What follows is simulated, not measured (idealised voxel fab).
Herein follows the process module entitled voxel transistor to metal.
cross-section cut | 140 nm wide | cells 5 nm
Throughout this document, each cross-section is represented as a grid of square cells and is presented as a sequence of bands enumerated from the top downward, where a band comprises one or more rows of cells. For a band, the entry starts with two heights in nm, that of the top and then that of the bottom, and carries on with the band's materials in order from left to right, each alongside its width in nm; the word "throughout" beside a single material means it fills the band edge to edge, and "air" means empty space. All heights in this document are referenced to 0, defined as the level beneath which the wafer, as received, consists entirely of one material. The lowest band is not bounded below; it extends indefinitely downward and is written in the form "z 0 and below". A width such as "30->40" changes by the same amount from each row of cells to the next, from the band's top row to its bottom row. It should be understood that the words "no modification", when stated for a given step, signify that the cross-section underwent no change in any of its cells during that step. "Cavities, closed" enumerates empty spaces isolated from the top, with no open way to it, that contain at least 8 cells, giving each as width x height at distance from the left edge, all three in nm. Where a step's line continues beyond its settings, the continuation is a remark by the simulator itself on that step. overlay nm: mask right of planned place by this much (step with mask). Neg. = left.
Steps in the process plan:
- 1: RECEIVE (material Si)
- 2: OXIDIZE (depth nm 5)
- 3: CONFORMAL_DEP (material SiN; thk nm 10)
- 4: MASKED_ETCH (tone cover; mask id ACTIVE; width nm 105; etch materials SiN; depth nm 10; overlay nm 0)
- 5: MASKED_ETCH (tone cover; mask id ACTIVE; width nm 105; etch materials SiO2; depth nm 5; overlay nm 0)
- 6: MASKED_ETCH (tone cover; mask id ACTIVE; width nm 105; etch materials Si; depth nm 30; overlay nm 0)
- 7: OXIDIZE (depth nm 5)
- 8: FILL_DEP (material SiO2; thk nm 15)
- 9: CMP (height nm 10)
- 10: SELECTIVE_ETCH (etch materials SiO2; depth nm 5)
- 11: STRIP (etch materials SiN)
- 12: SELECTIVE_ETCH (etch materials SiO2; depth nm 5)
- 13: OXIDIZE (depth nm 5)
- 14: DIRECTIONAL_DEP (material polySi; thk nm 20)
- 15: DIRECTIONAL_DEP (material SiCN; thk nm 15)
- 16: DIRECTIONAL_DEP (material aC; thk nm 10)
- 17: PATTERN (tone cover; mask id GATE; material resist; width nm 25; thk nm 25; overlay nm 0)
- 18: DIRECTIONAL_ETCH (etch materials aC; depth nm 10)
- 19: STRIP (etch materials resist)
- 20: DIRECTIONAL_ETCH (etch materials SiCN; depth nm 25)
- 21: DIRECTIONAL_ETCH (etch materials polySi; depth nm 30)
- 22: STRIP (etch materials aC)
- 23: CONFORMAL_DEP (material SiN; thk nm 5)
- 24: DIRECTIONAL_ETCH (etch materials SiN; depth nm 5)
- 25: DIRECTIONAL_ETCH (etch materials SiO2; depth nm 5)
- 26: DIRECTIONAL_ETCH (etch materials Si; depth nm 5)
- 27: EPI (material pSi; thk nm 10)
- 28: FILL_DEP (material SiO2; thk nm 10)
- 29: CMP (height nm 15)
- 30: STRIP (etch materials polySi)
- 31: SELECTIVE_ETCH (etch materials SiO2; depth nm 5)
- 32: CONFORMAL_DEP (material HfO2; thk nm 5)
- 33: CONFORMAL_DEP (material TiN; thk nm 5)
- 34: FILL_DEP (material W; thk nm 5)
- 35: CMP (height nm 10)
- 36: DIRECTIONAL_DEP (material SiO2; thk nm 10)
- 37: PATTERN (tone open; mask id CONTACT; material resist; width nm 15; pitch nm 80; thk nm 15; overlay nm 0)
- 38: DIRECTIONAL_ETCH (etch materials SiO2; depth nm 25)
- 39: STRIP (etch materials resist)
- 40: CONFORMAL_DEP (material TiN; thk nm 5)
- 41: FILL_DEP (material Ru; thk nm 10)
- 42: CMP (height nm 20)
- 43: CONFORMAL_DEP (material SiCN; thk nm 5)
- 44: DIRECTIONAL_DEP (material lowk; thk nm 20)
- 45: DIRECTIONAL_DEP (material aC; thk nm 15)
- 46: PATTERN (tone open; mask id METAL_1; material resist; width nm 15; pitch nm 80; thk nm 30; overlay nm 0)
- 47: DIRECTIONAL_ETCH (etch materials aC; depth nm 15)
- 48: STRIP (etch materials resist)
- 49: DIRECTIONAL_ETCH (etch materials lowk; depth nm 20)
- 50: DIRECTIONAL_ETCH (etch materials SiCN; depth nm 5)
- 51: STRIP (etch materials aC)
- 52: CONFORMAL_DEP (material TiN; thk nm 5)
- 53: FILL_DEP (material Cu; thk nm 5)
- 54: CMP (height nm 45)
- 55: CONFORMAL_DEP (material SiCN; thk nm 5)
- 56: DIRECTIONAL_DEP (material lowk; thk nm 35)
- 57: PATTERN (tone open; mask id METAL_2; material resist; width nm 15; pitch nm 80; thk nm 15; overlay nm 0)
- 58: DIRECTIONAL_ETCH (etch materials lowk; depth nm 20)
- 59: STRIP (etch materials resist)
- 60: MASKED_ETCH (tone open; mask id METAL_2_HOLES; width nm 15; pitch nm 80; etch materials lowk; depth nm 15; overlay nm 0)
- 61: MASKED_ETCH (tone open; mask id METAL_2_HOLES; width nm 15; pitch nm 80; etch materials SiCN; depth nm 5; overlay nm 0)
- 62: CONFORMAL_DEP (material TiN; thk nm 5)
- 63: FILL_DEP (material Ru; thk nm 10)
- 64: CMP (height nm 85)
- 65: CONFORMAL_DEP (material SiCN; thk nm 5)
Delivered wafer in cross-section: state after step 1:
    z 0 and below  Si throughout
    Cavities, closed: none
First wafer at the end, as planned:
    z 90 to 85  SiCN throughout
    z 85 to 50  lowk 20, then TiN 5, then Ru 5, then TiN 5, then lowk 65, then TiN 5, then Ru 5, then TiN 5, then lowk 25
    z 50 to 45  SiCN 20, then TiN 15, then SiCN 65, then TiN 15, then SiCN 25
    z 45 to 25  lowk 20, then TiN 5, then Cu 5, then TiN 5, then lowk 65, then TiN 5, then Cu 5, then TiN 5, then lowk 25
    z 25 to 20  SiCN 20, then TiN 15, then SiCN 65, then TiN 15, then SiCN 25
    z 20 to 10  SiO2 20, then TiN 5, then Ru 5, then TiN 5, then SiO2 65, then TiN 5, then Ru 5, then TiN 5, then SiO2 25
    z 10 to 0  SiO2 20, then TiN 5, then Ru 5, then TiN 5, then SiO2 15, then SiN 5, then HfO2 5, then TiN 5, then W 5, then TiN 5, then HfO2 5, then SiN 5, then SiO2 15, then TiN 5, then Ru 5, then TiN 5, then SiO2 25
    z 0 to -5  SiO2 10, then SiN 5, then SiO2 5, then TiN 15, then SiO2 5, then pSi 10, then SiN 5, then HfO2 5, then TiN 15, then HfO2 5, then SiN 5, then pSi 10, then SiO2 5, then TiN 15, then SiO2 5, then SiN 5, then SiO2 15
    z -5 to -10  SiO2 15, then pSi 35, then HfO2 35, then pSi 35, then SiO2 20
    z -10 to -15  SiO2 20, then pSi 30, then Si 35, then pSi 30, then SiO2 25
    z -15 to -40  SiO2 20, then Si 95, then SiO2 25
    z -40 and below  Si throughout
    Cavities, closed: none
End-of-module cross-section of the second wafer: identical starting point and process plan to the first, with one processing mistake:
    z 90 to 85  SiCN throughout
    z 85 to 50  lowk 20, then TiN 5, then Ru 5, then TiN 5, then lowk 65, then TiN 5, then Ru 5, then TiN 5, then lowk 25
    z 50 to 45  SiCN 20, then TiN 15, then SiCN 65, then TiN 15, then SiCN 25
    z 45 to 25  HfO2 throughout
    z 25 to 20  SiCN throughout
    z 20 to 10  SiO2 20, then TiN 5, then Ru 5, then TiN 5, then SiO2 65, then TiN 5, then Ru 5, then TiN 5, then SiO2 25
    z 10 to 0  SiO2 20, then TiN 5, then Ru 5, then TiN 5, then SiO2 15, then SiN 5, then HfO2 5, then TiN 5, then W 5, then TiN 5, then HfO2 5, then SiN 5, then SiO2 15, then TiN 5, then Ru 5, then TiN 5, then SiO2 25
    z 0 to -5  SiO2 10, then SiN 5, then SiO2 5, then TiN 15, then SiO2 5, then pSi 10, then SiN 5, then HfO2 5, then TiN 15, then HfO2 5, then SiN 5, then pSi 10, then SiO2 5, then TiN 15, then SiO2 5, then SiN 5, then SiO2 15
    z -5 to -10  SiO2 15, then pSi 35, then HfO2 35, then pSi 35, then SiO2 20
    z -10 to -15  SiO2 20, then pSi 30, then Si 35, then pSi 30, then SiO2 25
    z -15 to -40  SiO2 20, then Si 95, then SiO2 25
    z -40 and below  Si throughout
    Cavities, closed: none
Heads up, the wafer didn't run the way we planned it: the process deviated at step 44: the operation and settings actually run there were DIRECTIONAL_DEP (material HfO2; thk nm 20)
Final difference in cells, second wafer against first, listed per material as more or fewer: 8 fewer of Cu; 112 more of HfO2; 6 more of SiCN; 22 fewer of TiN; 88 fewer of lowk
